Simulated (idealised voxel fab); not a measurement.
The name of this process module is voxel gate over fins.
Section cut is 275 nm wide and gridded with 5 nm square cells.
This document writes a cross-section as a grid whose cells are square, and gives it as bands, listed from the top down; one or more rows of cells form a band.
This entry defines a band. It first specifies the height of the band's top and the height of its bottom in nm, and then specifies the band's materials from left to right, stating each material with its width in nm. The word "all across" identifies a single material that fills the band from edge to edge, while the word "air" identifies empty space.
Basically, 0 is our baseline, since under it the wafer straight out of the box is all one material. The bottom band has no lower end and keeps on going down, so it looks like "0 down".
Graded width ("30->40"): value in top row of band = first number; value in bottom row = second number; row-to-row change constant.
"no alteration" for a step: no cell of the cross-section changed in that step.
"Sealed cavities" means: voids of 8 cells or more that are shut off from the top with no open way through. Written width x height at distance, distance from the left edge, in nm.
Step line, after settings: the simulator's comment on this step.
overlay nm: on a step with a mask, how far right of its planned place the mask lay; negative means left.

Planned process steps:
- 1: RECEIVE | material Si
- 2: CONFORMAL_DEP | material SiN | thk nm 10
- 3: PATTERN | tone cover | mask id FINS | material resist | width nm 15 | pitch nm 50 | thk nm 15 | overlay nm 0
- 4: DIRECTIONAL_ETCH | etch materials SiN | depth nm 10
- 5: DIRECTIONAL_ETCH | etch materials Si | depth nm 40
- 6: STRIP | etch materials resist
- 7: OXIDIZE | depth nm 5
- 8: FILL_DEP | material SiO2 | thk nm 5
- 9: CMP | height nm 10
- 10: DIRECTIONAL_DEP | material aC | thk nm 10
- 11: PATTERN | tone open | mask id RAIL | material resist | width nm 15 | thk nm 30 | overlay nm 0
- 12: DIRECTIONAL_ETCH | etch materials aC | depth nm 10
- 13: STRIP | etch materials resist
- 14: DIRECTIONAL_ETCH | etch materials SiO2 | depth nm 45
- 15: STRIP | etch materials aC
- 16: CONFORMAL_DEP | material TiN | thk nm 5
- 17: FILL_DEP | material Ru | thk nm 5
- 18: CMP | height nm 10
- 19: SELECTIVE_ETCH | etch materials W Ru TiN | depth nm 30
- 20: FILL_DEP | material SiO2 | thk nm 5
- 21: CMP | height nm 10
- 22: SELECTIVE_ETCH | etch materials SiO2 | depth nm 20
- 23: STRIP | etch materials SiN
- 24: CONFORMAL_DEP | material HfO2 | thk nm 5
- 25: CONFORMAL_DEP | material TiN | thk nm 5
- 26: CONFORMAL_DEP | material TiAl | thk nm 5
- 27: CONFORMAL_DEP | material TiN | thk nm 5
- 28: FILL_DEP | material W | thk nm 15
- 29: CMP | height nm 30
- 30: CONFORMAL_DEP | material SiCN | thk nm 5

Delivered wafer in cross-section: state after step 1:
- 0 down: Si all across
- Sealed cavities: none

End-of-module XS, first of two wafers, run as planned:
- 35 to 30: SiCN all across
- 30 to 20: W all across
- 20 to 15: W 40 nm; TiN 45 nm; W 5 nm; TiN 45 nm; W 5 nm; TiN 45 nm; W 5 nm; TiN 45 nm; W 40 nm
- 15 to 10: W 40 nm; TiN 5 nm; TiAl 35 nm; TiN 5 nm; W 5 nm; TiN 5 nm; TiAl 35 nm; TiN 5 nm; W 5 nm; TiN 5 nm; TiAl 35 nm; TiN 5 nm; W 5 nm; TiN 5 nm; TiAl 35 nm; TiN 5 nm; W 40 nm
- 10 to 5: TiN 45 nm; TiAl 5 nm; TiN 25 nm; TiAl 5 nm; TiN 15 nm; TiAl 5 nm; TiN 25 nm; TiAl 5 nm; TiN 15 nm; TiAl 5 nm; TiN 25 nm; TiAl 5 nm; TiN 15 nm; TiAl 5 nm; TiN 25 nm; TiAl 5 nm; TiN 45 nm
- 5 to 0: TiAl 50 nm; TiN 5 nm; HfO2 15 nm; TiN 5 nm; TiAl 25 nm; TiN 5 nm; HfO2 15 nm; TiN 5 nm; TiAl 25 nm; TiN 5 nm; HfO2 15 nm; TiN 5 nm; TiAl 25 nm; TiN 5 nm; HfO2 15 nm; TiN 5 nm; TiAl 50 nm
- 0 to -5: TiN 55 nm; HfO2 5 nm; Si 5 nm; HfO2 5 nm; TiN 35 nm; HfO2 5 nm; Si 5 nm; HfO2 5 nm; TiN 35 nm; HfO2 5 nm; Si 5 nm; HfO2 5 nm; TiN 35 nm; HfO2 5 nm; Si 5 nm; HfO2 5 nm; TiN 55 nm
- -5 to -10: HfO2 60 nm; Si 5 nm; HfO2 45 nm; Si 5 nm; HfO2 45 nm; Si 5 nm; HfO2 45 nm; Si 5 nm; HfO2 60 nm
- -10 to -20: SiO2 60 nm; Si 5 nm; SiO2 45 nm; Si 5 nm; SiO2 45 nm; Si 5 nm; SiO2 45 nm; Si 5 nm; SiO2 60 nm
- -20 to -30: SiO2 60 nm; Si 5 nm; SiO2 15 nm; TiN 5 nm; Ru 5 nm; TiN 5 nm; SiO2 15 nm; Si 5 nm; SiO2 45 nm; Si 5 nm; SiO2 45 nm; Si 5 nm; SiO2 60 nm
- -30 to -35: SiO2 60 nm; Si 5 nm; SiO2 15 nm; TiN 15 nm; SiO2 15 nm; Si 5 nm; SiO2 45 nm; Si 5 nm; SiO2 45 nm; Si 5 nm; SiO2 60 nm
- -35 to -45: SiO2 60 nm; Si 5 nm; SiO2 45 nm; Si 5 nm; SiO2 45 nm; Si 5 nm; SiO2 45 nm; Si 5 nm; SiO2 60 nm
- -45 down: Si all across
- Sealed cavities: none

Second wafer cross-section at end of module - shared start and plan with the first, one mistake in the run:
- 35 to 30: SiCN all across
- 30 to 20: W all across
- 20 to 10: W 40 nm; TiN 45 nm; W 5 nm; TiN 45 nm; W 5 nm; TiN 45 nm; W 5 nm; TiN 45 nm; W 40 nm
- 10 to 5: TiN 50 nm; TiAl 25 nm; TiN 25 nm; TiAl 25 nm; TiN 25 nm; TiAl 25 nm; TiN 25 nm; TiAl 25 nm; TiN 50 nm
- 5 to 0: TiN 50 nm; TiAl 5 nm; HfO2 15 nm; TiAl 5 nm; TiN 25 nm; TiAl 5 nm; HfO2 15 nm; TiAl 5 nm; TiN 25 nm; TiAl 5 nm; HfO2 15 nm; TiAl 5 nm; TiN 25 nm; TiAl 5 nm; HfO2 15 nm; TiAl 5 nm; TiN 50 nm
- 0 to -5: TiAl 55 nm; HfO2 5 nm; Si 5 nm; HfO2 5 nm; TiAl 35 nm; HfO2 5 nm; Si 5 nm; HfO2 5 nm; TiAl 35 nm; HfO2 5 nm; Si 5 nm; HfO2 5 nm; TiAl 35 nm; HfO2 5 nm; Si 5 nm; HfO2 5 nm; TiAl 55 nm
- -5 to -10: HfO2 60 nm; Si 5 nm; HfO2 45 nm; Si 5 nm; HfO2 45 nm; Si 5 nm; HfO2 45 nm; Si 5 nm; HfO2 60 nm
- -10 to -20: SiO2 60 nm; Si 5 nm; SiO2 45 nm; Si 5 nm; SiO2 45 nm; Si 5 nm; SiO2 45 nm; Si 5 nm; SiO2 60 nm
- -20 to -30: SiO2 60 nm; Si 5 nm; SiO2 15 nm; TiN 5 nm; Ru 5 nm; TiN 5 nm; SiO2 15 nm; Si 5 nm; SiO2 45 nm; Si 5 nm; SiO2 45 nm; Si 5 nm; SiO2 60 nm
- -30 to -35: SiO2 60 nm; Si 5 nm; SiO2 15 nm; TiN 15 nm; SiO2 15 nm; Si 5 nm; SiO2 45 nm; Si 5 nm; SiO2 45 nm; Si 5 nm; SiO2 60 nm
- -35 to -45: SiO2 60 nm; Si 5 nm; SiO2 45 nm; Si 5 nm; SiO2 45 nm; Si 5 nm; SiO2 45 nm; Si 5 nm; SiO2 60 nm
- -45 down: Si all across
- Sealed cavities: none
Which mistake was made when the wafer was run? note: step 25 <-> step 26, run order reversed vs plan
When the process is done, the second wafer contains the same cell count of every material as the first wafer, but distributed over other locations.
